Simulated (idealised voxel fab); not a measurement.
A process module follows: voxel capacitor over wiring.
FYI the section here is cut, 220 nm wide, cells are 5 nm squares.
Cross-section layout: square cells on a grid; listed as bands, top to bottom; a band spans one or more cell rows.
Look at the band entry: it leads with the top's height and the bottom's height in nm. Then it lists the materials left to right, with a width in nm for each. The word "full width" on a single material says that material fills the band edge to edge. The word "empty" is empty space.
Counting heights begins at 0, where everything beneath is, in the wafer as received, one material. The lowest band has no bottom; it goes on downwards, as "top 0, no bottom" shows.
Top row gets the first number, bottom row gets the second, and each row in between changes by the same step: that is how a band width like "30->40" works.
"nothing was modified" means the step left every cell of the cross-section as it was.
This entry, "Closed internal cavities", enumerates those empty regions of no fewer than 8 cells that possess no open connection to the top. Each region is reported in the form width x height at distance, the distance being taken from the left edge, with all three quantities expressed in nm.
Where a step's line continues beyond its settings, the continuation is a remark by the simulator itself on that step.
A step line may carry the setting "overlay nm", which, for steps involving a mask, states the distance by which the mask lay to the right of its intended position; negative values denote displacement to the left.

[The process steps that were planned are listed below]
1) RECEIVE: material Si
2) CONFORMAL_DEP: material SiO2, thk nm 10
3) DIRECTIONAL_DEP: material TiN, thk nm 5
4) DIRECTIONAL_DEP: material W, thk nm 20
5) DIRECTIONAL_DEP: material aC, thk nm 10
6) PATTERN: tone cover, mask id METAL_1, material resist, width nm 20, pitch nm 70, thk nm 30, overlay nm 0
7) DIRECTIONAL_ETCH: etch materials aC, depth nm 10
8) STRIP: etch materials resist
9) DIRECTIONAL_ETCH: etch materials W, depth nm 20
10) DIRECTIONAL_ETCH: etch materials TiN, depth nm 5
11) STRIP: etch materials aC
12) FILL_DEP: material SiO2, thk nm 10
13) CMP: height nm 35
14) CONFORMAL_DEP: material SiCN, thk nm 5
15) DIRECTIONAL_DEP: material SiO2, thk nm 20
16) PATTERN: tone open, mask id PLUG_1, material resist, width nm 15, thk nm 20, overlay nm 0
17) DIRECTIONAL_ETCH: etch materials SiO2, depth nm 20
18) DIRECTIONAL_ETCH: etch materials SiCN, depth nm 5
19) STRIP: etch materials resist
20) CONFORMAL_DEP: material TiN, thk nm 5
21) FILL_DEP: material Cu, thk nm 5
22) CMP: height nm 60
23) DIRECTIONAL_DEP: material TiN, thk nm 10
24) DIRECTIONAL_DEP: material HfO2, thk nm 5
25) DIRECTIONAL_DEP: material TiN, thk nm 5
26) MASKED_ETCH: tone cover, mask id UPPER_PLATE, width nm 55, etch materials TiN, depth nm 5, overlay nm 0
27) MASKED_ETCH: tone cover, mask id UPPER_PLATE, width nm 55, etch materials HfO2, depth nm 5, overlay nm -15
28) MASKED_ETCH: tone cover, mask id LOWER_PLATE, width nm 65, etch materials TiN, depth nm 10, overlay nm 0
29) FILL_DEP: material SiO2, thk nm 20
30) CMP: height nm 95
31) PATTERN: tone open, mask id PLUG_2, material resist, width nm 15, thk nm 15, overlay nm 0
32) DIRECTIONAL_ETCH: etch materials SiO2, depth nm 15
33) STRIP: etch materials resist
34) CONFORMAL_DEP: material TiN, thk nm 5
35) FILL_DEP: material Cu, thk nm 10
36) CMP: height nm 95
37) CONFORMAL_DEP: material SiN, thk nm 5
Every wafer here starts from the same state; it is the step 27 overlay nm that distinguishes them, and the value the plan gives belongs to the first wafer.

[The first of several wafers in cross-section, exactly as it reached us after step 1]
- top 0, no bottom: Si full width
- Closed internal cavities: none

[First of several wafers, sectioned at end of module (last step: step 37)]
- top 100, bottom 95: SiN full width
- top 95, bottom 85: SiO2=80; TiN=5; Cu=5; TiN=5; SiO2=125
- top 85, bottom 75: SiO2=80->70; TiN=15->55; SiO2=125->95
- top 75, bottom 70: SiO2=55; HfO2=70; SiO2=95
- top 70, bottom 60: SiO2=55; TiN=75; SiO2=90
- top 60, bottom 40: SiO2=70; TiN=5; Cu=5; TiN=5; SiO2=135
- top 40, bottom 35: SiCN=70; TiN=15; SiCN=135
- top 35, bottom 15: SiO2=65; W=20; SiO2=50; W=20; SiO2=65
- top 15, bottom 10: SiO2=65; TiN=20; SiO2=50; TiN=20; SiO2=65
- top 10, bottom 0: SiO2 full width
- top 0, no bottom: Si full width
- Closed internal cavities: none

[Last-wafer cross-section at the end of the module]
- top 100, bottom 95: SiN full width
- top 95, bottom 85: SiO2=80; TiN=5; Cu=5; TiN=5; SiO2=125
- top 85, bottom 75: SiO2=80->70; TiN=15->55; SiO2=125->95
- top 75, bottom 70: SiO2=70; HfO2=70; SiO2=80
- top 70, bottom 60: SiO2=65; TiN=75; SiO2=80
- top 60, bottom 40: SiO2=70; TiN=5; Cu=5; TiN=5; SiO2=135
- top 40, bottom 35: SiCN=70; TiN=15; SiCN=135
- top 35, bottom 15: SiO2=65; W=20; SiO2=50; W=20; SiO2=65
- top 15, bottom 10: SiO2=65; TiN=20; SiO2=50; TiN=20; SiO2=65
- top 10, bottom 0: SiO2 full width
- top 0, no bottom: Si full width
- Closed internal cavities: none

[End of module, by wafer: material-by-material cell gain (+) or loss (-) since receipt, then closed voids]
overlay nm -15; +6 Cu; +14 HfO2; +41 SiCN; +44 SiN; +676 SiO2; +67 TiN; +32 W; Closed internal cavities: none
overlay nm -10; +6 Cu; +13 HfO2; +41 SiCN; +44 SiN; +679 SiO2; +65 TiN; +32 W; Closed internal cavities: none
overlay nm -5; +6 Cu; +12 HfO2; +41 SiCN; +44 SiN; +682 SiO2; +63 TiN; +32 W; Closed internal cavities: none
overlay nm 0; +6 Cu; +11 HfO2; +41 SiCN; +44 SiN; +683 SiO2; +63 TiN; +32 W; Closed internal cavities: none
overlay nm 5; +6 Cu; +12 HfO2; +41 SiCN; +44 SiN; +682 SiO2; +63 TiN; +32 W; Closed internal cavities: none
overlay nm 10; +6 Cu; +13 HfO2; +41 SiCN; +44 SiN; +679 SiO2; +65 TiN; +32 W; Closed internal cavities: none
overlay nm 15; +6 Cu; +14 HfO2; +41 SiCN; +44 SiN; +676 SiO2; +67 TiN; +32 W; Closed internal cavities: none
